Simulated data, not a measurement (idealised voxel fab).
This section sets out a process module, namely voxel double patterning.
For reference, the cross-section in this document is cut, with width 185 nm and square cells of 5 nm.
A cross-section is a grid of square cells, given in bands from the top down. A band is one or more rows of cells.
Top height, bottom height, nm. Materials left to right, width each, nm. Single material + "everywhere" = fills band edge to edge. "empty" = empty.
Note: height 0 marks the level under which the wafer is uniformly one material as received. Lowest band unbounded below, written "top 0, no bottom".
A two-number width, for instance "30 to 40", indicates that the width is equal to the first number in the top row of the band and to the second number in the bottom row, and that it changes by a constant amount per row of cells.
Basically "no alteration" means that step didn't change any cell in the cross-section.
The label "Sealed internal cavities" introduces a list of the empty spaces, 8 cells or larger, that have no open way up to the top; each entry in it reads width x height at distance, where the distance is taken from the left edge and all three are stated in nm.
Post-settings text on a step line: simulator's own remark regarding the step.
"overlay nm" on a masked step: distance the mask lay right of its planned place, negative for left.
-- Planned process steps
step 1: RECEIVE | material Si
step 2: CONFORMAL_DEP | material SiO2 | thk nm 5
step 3: DIRECTIONAL_DEP | material TiN | thk nm 15
step 4: DIRECTIONAL_DEP | material SiN | thk nm 10
step 5: DIRECTIONAL_DEP | material aC | thk nm 15
step 6: PATTERN | tone open | mask id FIRST | material resist | width nm 15 | pitch nm 50 | thk nm 30 | overlay nm 0
step 7: DIRECTIONAL_ETCH | etch materials aC | depth nm 15
step 8: STRIP | etch materials resist
step 9: DIRECTIONAL_ETCH | etch materials SiN | depth nm 10
step 10: STRIP | etch materials aC
step 11: PATTERN | tone open | mask id SECOND | material resist | width nm 15 | pitch nm 50 | thk nm 20 | overlay nm 0
step 12: DIRECTIONAL_ETCH | etch materials SiN | depth nm 10
step 13: STRIP | etch materials resist
step 14: DIRECTIONAL_ETCH | etch materials TiN | depth nm 15
step 15: STRIP | etch materials SiN
-- First of two wafers - as planned
-- As-received state of the wafer in cross-section, equivalent to post-step 1
- top 0, no bottom = Si everywhere
- Sealed internal cavities: none
-- Presented here is a cross-section of the wafer after step 2 has been performed
- top 5, bottom 0 = SiO2 everywhere
- Under the height 0 nothing was changed.
-- Presented here is a cross-section of the wafer after step 3 has been performed
- top 20, bottom 5 = TiN everywhere
- Under the height 5 nothing was changed.
-- Presented here is a cross-section of the wafer after step 4 has been performed
- top 30, bottom 20 = SiN everywhere
- Under the height 20 nothing was changed.
-- Presented here is a cross-section of the wafer after step 5 has been performed
- top 45, bottom 30 = aC everywhere
- Under the height 30 nothing was changed.
-- Presented here is a cross-section of the wafer after step 6 has been performed
- top 75, bottom 45 = resist (35) / empty (15) / resist (35) / empty (15) / resist (35) / empty (15) / resist (35)
- Under the height 45 nothing was changed.
-- Presented here is a cross-section of the wafer after step 7 has been performed
- top 60, bottom 45 = resist (35) / empty (15) / resist (35) / empty (15) / resist (35) / empty (15) / resist (35)
- top 45, bottom 30 = aC (35) / empty (15) / aC (35) / empty (15) / aC (35) / empty (15) / aC (35)
- Under the height 30 nothing was changed.
-- Presented here is a cross-section of the wafer after step 8 has been performed
- top 45, bottom 30 = aC (35) / empty (15) / aC (35) / empty (15) / aC (35) / empty (15) / aC (35)
- Under the height 30 nothing was changed.
-- Presented here is a cross-section of the wafer after step 9 has been performed
- top 45, bottom 30 = aC (35) / empty (15) / aC (35) / empty (15) / aC (35) / empty (15) / aC (35)
- top 30, bottom 20 = SiN (35) / empty (15) / SiN (35) / empty (15) / SiN (35) / empty (15) / SiN (35)
- Under the height 20 nothing was changed.
-- Presented here is a cross-section of the wafer after step 10 has been performed
- top 30, bottom 20 = SiN (35) / empty (15) / SiN (35) / empty (15) / SiN (35) / empty (15) / SiN (35)
- Under the height 20 nothing was changed.
-- Presented here is a cross-section of the wafer after step 11 has been performed
- top 50, bottom 30 = resist (60) / empty (15) / resist (35) / empty (15) / resist (60)
- top 30, bottom 20 = SiN (35) / resist (15) / SiN (35) / resist (15) / SiN (35) / resist (15) / SiN (35)
- Under the height 20 nothing was changed.
-- Presented here is a cross-section of the wafer after step 12 has been performed
- top 50, bottom 30 = resist (60) / empty (15) / resist (35) / empty (15) / resist (60)
- top 30, bottom 20 = SiN (35) / resist (15) / SiN (10) / empty (15) / SiN (10) / resist (15) / SiN (10) / empty (15) / SiN (10) / resist (15) / SiN (35)
- Under the height 20 nothing was changed.
-- Presented here is a cross-section of the wafer after step 13 has been performed
- top 30, bottom 20 = SiN (35) / empty (15) / SiN (10) / empty (15) / SiN (10) / empty (15) / SiN (10) / empty (15) / SiN (10) / empty (15) / SiN (35)
- Under the height 20 nothing was changed.
-- Presented here is a cross-section of the wafer after step 14 has been performed
- top 30, bottom 20 = SiN (35) / empty (15) / SiN (10) / empty (15) / SiN (10) / empty (15) / SiN (10) / empty (15) / SiN (10) / empty (15) / SiN (35)
- top 20, bottom 5 = TiN (35) / empty (15) / TiN (10) / empty (15) / TiN (10) / empty (15) / TiN (10) / empty (15) / TiN (10) / empty (15) / TiN (35)
- Under the height 5 nothing was changed.
-- Presented here is a cross-section of the wafer after step 15 has been performed
- top 20, bottom 5 = TiN (35) / empty (15) / TiN (10) / empty (15) / TiN (10) / empty (15) / TiN (10) / empty (15) / TiN (10) / empty (15) / TiN (35)
- Under the height 5 nothing was changed.
-- Regarding the second of the two wafers: it shared the first wafer's starting condition and process plan, yet one error occurred during its execution. Its history coincides with that of the first wafer up to and including step 1
-- Second wafer, cross-section, planned end of step 2
- top 15, bottom 0 = TiN everywhere
- Under the height 0 nothing was changed.
-- Second wafer, cross-section, planned end of step 3
- top 20, bottom 15 = SiO2 everywhere
- Under the height 15 nothing was changed.
-- Second wafer, cross-section, planned end of step 4
- top 30, bottom 20 = SiN everywhere
- Under the height 20 nothing was changed.
-- Second wafer, cross-section, planned end of step 5
- top 45, bottom 30 = aC everywhere
- Under the height 30 nothing was changed.
-- Second wafer, cross-section, planned end of step 6
- top 75, bottom 45 = resist (35) / empty (15) / resist (35) / empty (15) / resist (35) / empty (15) / resist (35)
- Under the height 45 nothing was changed.
-- Second wafer, cross-section, planned end of step 7
- top 60, bottom 45 = resist (35) / empty (15) / resist (35) / empty (15) / resist (35) / empty (15) / resist (35)
- top 45, bottom 30 = aC (35) / empty (15) / aC (35) / empty (15) / aC (35) / empty (15) / aC (35)
- Under the height 30 nothing was changed.
-- Second wafer, cross-section, planned end of step 8
- top 45, bottom 30 = aC (35) / empty (15) / aC (35) / empty (15) / aC (35) / empty (15) / aC (35)
- Under the height 30 nothing was changed.
-- Second wafer, cross-section, planned end of step 9
- top 45, bottom 30 = aC (35) / empty (15) / aC (35) / empty (15) / aC (35) / empty (15) / aC (35)
- top 30, bottom 20 = SiN (35) / empty (15) / SiN (35) / empty (15) / SiN (35) / empty (15) / SiN (35)
- Under the height 20 nothing was changed.
-- Second wafer, cross-section, planned end of step 10
- top 30, bottom 20 = SiN (35) / empty (15) / SiN (35) / empty (15) / SiN (35) / empty (15) / SiN (35)
- Under the height 20 nothing was changed.
-- Second wafer, cross-section, planned end of step 11
- top 50, bottom 30 = resist (60) / empty (15) / resist (35) / empty (15) / resist (60)
- top 30, bottom 20 = SiN (35) / resist (15) / SiN (35) / resist (15) / SiN (35) / resist (15) / SiN (35)
- Under the height 20 nothing was changed.
-- Second wafer, cross-section, planned end of step 12
- top 50, bottom 30 = resist (60) / empty (15) / resist (35) / empty (15) / resist (60)
- top 30, bottom 20 = SiN (35) / resist (15) / SiN (10) / empty (15) / SiN (10) / resist (15) / SiN (10) / empty (15) / SiN (10) / resist (15) / SiN (35)
- Under the height 20 nothing was changed.
-- Second wafer, cross-section, planned end of step 13
- top 30, bottom 20 = SiN (35) / empty (15) / SiN (10) / empty (15) / SiN (10) / empty (15) / SiN (10) / empty (15) / SiN (10) / empty (15) / SiN (35)
- Under the height 20 nothing was changed.
Second wafer, cross-section, planned end of step 14: no alteration
-- Second wafer, cross-section, planned end of step 15
- top 20, bottom 15 = SiO2 everywhere
- Under the height 15 nothing was changed.
What broke from the plan during processing? the processing plan was not followed for steps 2 and 3, which were run with their positions exchanged
Per the end-of-run cell counts, the second wafer holds more or fewer of some materials than the first: TiN: 45 more
